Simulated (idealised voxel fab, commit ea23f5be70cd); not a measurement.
The process module presented herein is designated voxel trench capacitor.
Section cut is 275 nm wide and gridded with 5 nm square cells.
A cross-section is written here as square cells arranged in a grid, and it is given in bands from the top down, each band taking up one or more rows of cells.
Band entry format. Leading values: height of top, height of bottom, nm. Remainder: materials in left-to-right order, each with its width in nm. Special words: "all across" on a single material, which then fills the band edge to edge; "air", empty space.
For the purposes of this specification, 0 denotes the height below which the wafer in its as-received condition is composed wholly of one material, and the lowermost band, lacking a lower limit, extends downward without end, as expressed in "top 0, no bottom".
Width spec "30->40" -> top row of cells at first value, bottom row at second value, equal per-row change in between.
The designation "nothing was modified", where it is given for a processing step, indicates that no cell of the cross-section was altered in the course of that step.
"Enclosed void entries": empty spaces of 8 cells or more with no open way to the top, each given as width x height at distance, distance from the left edge, all in nm.
after a step's settings: what the simulator itself notes on the step
What "overlay nm" on a step's line means: if the step has a mask, that mask lay this far to the right of its planned place, or, when the value is negative, to the left.

Below is the list of planned process steps
| 1 | op RECEIVE | material Si |
| 2 | op CONFORMAL_DEP | material SiN | thk nm 10 |
| 3 | op PATTERN | tone open | mask id TRENCH | material resist | width nm 20 | pitch nm 50 | thk nm 15 | overlay nm 0 |
| 4 | op DIRECTIONAL_ETCH | etch materials SiN | depth nm 10 |
| 5 | op DIRECTIONAL_ETCH | etch materials Si | depth nm 30 |
| 6 | op STRIP | etch materials resist |
| 7 | op CONFORMAL_DEP | material Al2O3 | thk nm 5 |
| 8 | op FILL_DEP | material polySi | thk nm 10 |
| 9 | op CMP | height nm 10 |

Shown in cross-section is the wafer as received, that is, as it stands after step 1
	top 0, no bottom: Si all across
	Enclosed void entries: none

a wafer at the end: this start, this plan, one mistake
	top 10, bottom 0: polySi: 95, Al2O3: 5, SiN: 20, Al2O3: 5, polySi: 20, Al2O3: 5, SiN: 20, Al2O3: 5, polySi: 100
	top 0, bottom -25: polySi: 95, Al2O3: 5, Si: 20, Al2O3: 5, polySi: 20, Al2O3: 5, Si: 20, Al2O3: 5, polySi: 100
	top -25, bottom -30: Al2O3: 100, Si: 20, Al2O3: 30, Si: 20, Al2O3: 105
	top -30, no bottom: Si all across
	Enclosed void entries: none
What was the processing mistake? it should be noted that step 3 was executed with settings other than those planned, the operation and settings actually applied being op PATTERN | tone cover | mask id TRENCH | material resist | width nm 20 | pitch nm 50 | thk nm 15 | overlay nm 0
